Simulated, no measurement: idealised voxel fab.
The document below concerns the process module designated voxel capacitor over wiring.
Xsec cut, 175 nm wide, square cell size 5 nm.
The cross-sections in this document take the form of a grid made of square cells. They are written out as bands, in order from top to bottom. Each band consists of one or more rows of cells. Each band's line starts with the height of the band's top and of its bottom, in nm. Then come its materials from left to right, each with its width in nm. One material with "edge to edge" fills the band from edge to edge. "empty" is empty space. A quick word on heights: they are counted from 0, and under that level the wafer as it came to us is one material throughout. The lowest band is different from the rest in having no bottom; it simply continues downward, written as in "z 0 and below". It should be noted that a width expressed as "30 to 40" varies in equal increments from row to row of cells within the band, taking the value of the first number at the top row and that of the second number at the bottom row. The designation "no alterations made", where it is given for a processing step, indicates that no cell of the cross-section was altered in the course of that step. For the entry "Trapped voids", the listed items are empty spaces with no open way to the top whose size is 8 cells or more; each item follows the pattern width x height at distance, where distance is from the left edge and all three are in nm. Whatever follows a step's settings on its line is a remark the simulator itself makes about that step. The line of a step may include "overlay nm". On a step with a mask, this value is how far to the right of its planned place the mask lay. A negative value means the mask lay to the left.

[This section lists the process steps that were planned]
1 RECEIVE | material Si
2 CONFORMAL_DEP | material SiO2 | thk nm 15
3 DIRECTIONAL_DEP | material TiN | thk nm 5
4 DIRECTIONAL_DEP | material Ru | thk nm 20
5 DIRECTIONAL_DEP | material aC | thk nm 15
6 PATTERN | tone cover | mask id METAL_1 | material resist | width nm 30 | pitch nm 80 | thk nm 35 | overlay nm 0
7 DIRECTIONAL_ETCH | etch materials aC | depth nm 15
8 STRIP | etch materials resist
9 DIRECTIONAL_ETCH | etch materials Ru | depth nm 20
10 DIRECTIONAL_ETCH | etch materials TiN | depth nm 5
11 STRIP | etch materials aC
12 FILL_DEP | material lowk | thk nm 5
13 CMP | height nm 40
14 CONFORMAL_DEP | material SiCN | thk nm 5
15 DIRECTIONAL_DEP | material lowk | thk nm 20
16 DIRECTIONAL_DEP | material aC | thk nm 10
17 PATTERN | tone open | mask id PLUG_1 | material resist | width nm 15 | thk nm 25 | overlay nm 0
18 DIRECTIONAL_ETCH | etch materials aC | depth nm 10
19 STRIP | etch materials resist
20 DIRECTIONAL_ETCH | etch materials lowk | depth nm 20
21 DIRECTIONAL_ETCH | etch materials SiCN | depth nm 5
22 STRIP | etch materials aC
23 CONFORMAL_DEP | material TiN | thk nm 5
24 FILL_DEP | material Ru | thk nm 5
25 CMP | height nm 65
26 DIRECTIONAL_DEP | material TiN | thk nm 10
27 DIRECTIONAL_DEP | material SiN | thk nm 5
28 DIRECTIONAL_DEP | material TiN | thk nm 10
29 DIRECTIONAL_DEP | material aC | thk nm 15
30 PATTERN | tone cover | mask id UPPER_PLATE | material resist | width nm 55 | thk nm 30 | overlay nm 0
31 DIRECTIONAL_ETCH | etch materials aC | depth nm 15
32 STRIP | etch materials resist
33 DIRECTIONAL_ETCH | etch materials TiN | depth nm 10
34 DIRECTIONAL_ETCH | etch materials SiN | depth nm 5
35 STRIP | etch materials aC
36 DIRECTIONAL_DEP | material aC | thk nm 10
37 PATTERN | tone cover | mask id LOWER_PLATE | material resist | width nm 65 | thk nm 30 | overlay nm 0
38 DIRECTIONAL_ETCH | etch materials aC | depth nm 10
39 STRIP | etch materials resist
40 DIRECTIONAL_ETCH | etch materials TiN | depth nm 10
41 STRIP | etch materials aC
42 FILL_DEP | material SiO2 | thk nm 20
43 CMP | height nm 105
44 MASKED_ETCH | tone open | mask id PLUG_2 | width nm 15 | etch materials SiO2 | depth nm 15 | overlay nm 0
45 CONFORMAL_DEP | material TiN | thk nm 5
46 FILL_DEP | material Ru | thk nm 5
47 CMP | height nm 105
48 CONFORMAL_DEP | material SiCN | thk nm 5

[Wafer cross-section on receipt, i.e. after step 1]
  z 0 and below | Si edge to edge
  Trapped voids: none

[Starting structure and process plan are as shown above, but one mistake was made in running the module; the wafer cross-section at the end of the module follows]
  z 110 to 105 | SiCN edge to edge
  z 105 to 95 | SiO2=55  TiN=5  Ru=5  TiN=5  SiO2=105
  z 95 to 90 | SiO2=55  TiN=15  SiO2=105
  z 90 to 85 | SiO2 edge to edge
  z 85 to 75 | SiO2=45  TiN=55  SiO2=75
  z 75 to 65 | SiO2=40  TiN=65  SiO2=70
  z 65 to 45 | lowk=45  TiN=5  Ru=5  TiN=5  lowk=115
  z 45 to 40 | SiCN=45  TiN=15  SiCN=115
  z 40 to 20 | lowk=30  Ru=30  lowk=50  Ru=30  lowk=35
  z 20 to 15 | lowk=30  TiN=30  lowk=50  TiN=30  lowk=35
  z 15 to 0 | SiO2 edge to edge
  z 0 and below | Si edge to edge
  Trapped voids: none
Error vs. plan: skipped: plan step 27 (never run)
